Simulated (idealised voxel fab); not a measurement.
Process module heading - voxel fin reveal
The figure presents cross-section cut, which has a width of 280 nm and is divided into square cells with an edge length of 5 nm.
Reading order for cross-sections: top band down to bottom band. Underlying form: a grid of square cells. Band size: one or more rows of cells. What a band's entry tells you: where the top is and where the bottom is, as heights in nm, and after that what lies inside, material by material from left to right, each with its width in nm. Empty space is written as the word "empty", and a single material marked with the word "full width" occupies the band from edge to edge. The level at which height equals 0 is the one under which the wafer, as it arrives, is entirely one material. No lower edge exists for the bottom band, which continues downward and is notated as in "0 -> down". It should be noted that a width expressed as "30..40" varies in equal increments from row to row of cells within the band, taking the value of the first number at the top row and that of the second number at the bottom row. Step marked "nothing different"? Then no cell in the cross-section changed in it. "Non-vented voids" means: voids of 8 cells or more that are shut off from the top with no open way through. Written width x height at distance, distance from the left edge, in nm. Note: text after step settings on the step line = simulator remark on that step. Each step line may optionally specify "overlay nm", which for a step with a mask gives the rightward distance between the mask's planned place and where it lay, a negative value indicating the leftward direction.

# The following list gives the planned process steps
1: RECEIVE | material Si
2: CONFORMAL_DEP | material SiN | thk nm 5
3: MASKED_ETCH | tone cover | mask id FINS | width nm 15 | pitch nm 40 | etch materials SiN | depth nm 5 | overlay nm 0
4: MASKED_ETCH | tone cover | mask id FINS | width nm 15 | pitch nm 40 | etch materials Si | depth nm 35 | overlay nm 0
5: OXIDIZE | depth nm 5
6: FILL_DEP | material SiO2 | thk nm 15
7: CMP | height nm 5
8: SELECTIVE_ETCH | etch materials SiO2 | depth nm 30
9: STRIP | etch materials SiN

# first wafer, as planned

# So this is the incoming wafer in cross-section - it's already been through step 1
* 0 -> down | Si full width
* Non-vented voids: none

# Once step 2 is through, the wafer looks like this in cross-section
* 5 -> 0 | SiN full width
* Below 0, the layers are the same as they were.

# Once step 3 is through, the wafer looks like this in cross-section
* 5 -> 0 | 90 of empty | 15 of SiN | 25 of empty | 15 of SiN | 25 of empty | 15 of SiN | 95 of empty
* Below 0, the layers are the same as they were.

# Once step 4 is through, the wafer looks like this in cross-section
* 5 -> 0 | 90 of empty | 15 of SiN | 25 of empty | 15 of SiN | 25 of empty | 15 of SiN | 95 of empty
* 0 -> -35 | 90 of empty | 15 of Si | 25 of empty | 15 of Si | 25 of empty | 15 of Si | 95 of empty
* Below -35, the layers are the same as they were.

# Once step 5 is through, the wafer looks like this in cross-section
* 5 -> 0 | 90 of empty | 15 of SiN | 25 of empty | 15 of SiN | 25 of empty | 15 of SiN | 95 of empty
* 0 -> -35 | 90 of empty | 5 of SiO2 | 5 of Si | 5 of SiO2 | 25 of empty | 5 of SiO2 | 5 of Si | 5 of SiO2 | 25 of empty | 5 of SiO2 | 5 of Si | 5 of SiO2 | 95 of empty
* -35 -> -40 | 95 of SiO2 | 5 of Si | 35 of SiO2 | 5 of Si | 35 of SiO2 | 5 of Si | 100 of SiO2
* Below -40, the layers are the same as they were.

# Once step 6 is through, the wafer looks like this in cross-section
* 20 -> 5 | SiO2 full width
* 5 -> 0 | 90 of SiO2 | 15 of SiN | 25 of SiO2 | 15 of SiN | 25 of SiO2 | 15 of SiN | 95 of SiO2
* 0 -> -40 | 95 of SiO2 | 5 of Si | 35 of SiO2 | 5 of Si | 35 of SiO2 | 5 of Si | 100 of SiO2
* Below -40, the layers are the same as they were.

# Once step 7 is through, the wafer looks like this in cross-section
* 5 -> 0 | 90 of SiO2 | 15 of SiN | 25 of SiO2 | 15 of SiN | 25 of SiO2 | 15 of SiN | 95 of SiO2
* Below 0, the layers are the same as they were.

# Once step 8 is through, the wafer looks like this in cross-section
* 5 -> 0 | 90 of empty | 15 of SiN | 25 of empty | 15 of SiN | 25 of empty | 15 of SiN | 95 of empty
* 0 -> -25 | 95 of empty | 5 of Si | 35 of empty | 5 of Si | 35 of empty | 5 of Si | 100 of empty
* Below -25, the layers are the same as they were.

# Once step 9 is through, the wafer looks like this in cross-section
* 0 -> -25 | 95 of empty | 5 of Si | 35 of empty | 5 of Si | 35 of empty | 5 of Si | 100 of empty
* Below -25, the layers are the same as they were.

# Okay, second wafer. Nothing different at the start, nothing different in the plan, just one mistake somewhere in the running. As far as step 3, counting that step, it's the first wafer all over again

# What the second wafer looks like in cross-section when step 4 should have wrapped up
* 5 -> 0 | 90 of empty | 15 of SiN | 25 of empty | 15 of SiN | 25 of empty | 15 of SiN | 95 of empty
* 0 -> -45 | 90 of empty | 15 of Si | 25 of empty | 15 of Si | 25 of empty | 15 of Si | 95 of empty
* Below -45, the layers are the same as they were.

# What the second wafer looks like in cross-section when step 5 should have wrapped up
* 5 -> 0 | 90 of empty | 15 of SiN | 25 of empty | 15 of SiN | 25 of empty | 15 of SiN | 95 of empty
* 0 -> -45 | 90 of empty | 5 of SiO2 | 5 of Si | 5 of SiO2 | 25 of empty | 5 of SiO2 | 5 of Si | 5 of SiO2 | 25 of empty | 5 of SiO2 | 5 of Si | 5 of SiO2 | 95 of empty
* -45 -> -50 | 95 of SiO2 | 5 of Si | 35 of SiO2 | 5 of Si | 35 of SiO2 | 5 of Si | 100 of SiO2
* Below -50, the layers are the same as they were.

# What the second wafer looks like in cross-section when step 6 should have wrapped up
* 20 -> 5 | SiO2 full width
* 5 -> 0 | 90 of SiO2 | 15 of SiN | 25 of SiO2 | 15 of SiN | 25 of SiO2 | 15 of SiN | 95 of SiO2
* 0 -> -50 | 95 of SiO2 | 5 of Si | 35 of SiO2 | 5 of Si | 35 of SiO2 | 5 of Si | 100 of SiO2
* Below -50, the layers are the same as they were.

# What the second wafer looks like in cross-section when step 7 should have wrapped up
* 5 -> 0 | 90 of SiO2 | 15 of SiN | 25 of SiO2 | 15 of SiN | 25 of SiO2 | 15 of SiN | 95 of SiO2
* Below 0, the layers are the same as they were.

# What the second wafer looks like in cross-section when step 8 should have wrapped up
* 5 -> 0 | 90 of empty | 15 of SiN | 25 of empty | 15 of SiN | 25 of empty | 15 of SiN | 95 of empty
* 0 -> -25 | 95 of empty | 5 of Si | 35 of empty | 5 of Si | 35 of empty | 5 of Si | 100 of empty
* Below -25, the layers are the same as they were.

# What the second wafer looks like in cross-section when step 9 should have wrapped up
* 0 -> -25 | 95 of empty | 5 of Si | 35 of empty | 5 of Si | 35 of empty | 5 of Si | 100 of empty
* Below -25, the layers are the same as they were.
So what did we get wrong on this run? note that step 4 departed from the planned setting and was carried out as MASKED_ETCH | tone cover | mask id FINS | width nm 15 | pitch nm 40 | etch materials Si | depth nm 45 | overlay nm 0
Wrapping up, a cell-based count of both wafers puts the second over or under the first for these materials: Si: 106 fewer, SiO2: 106 more
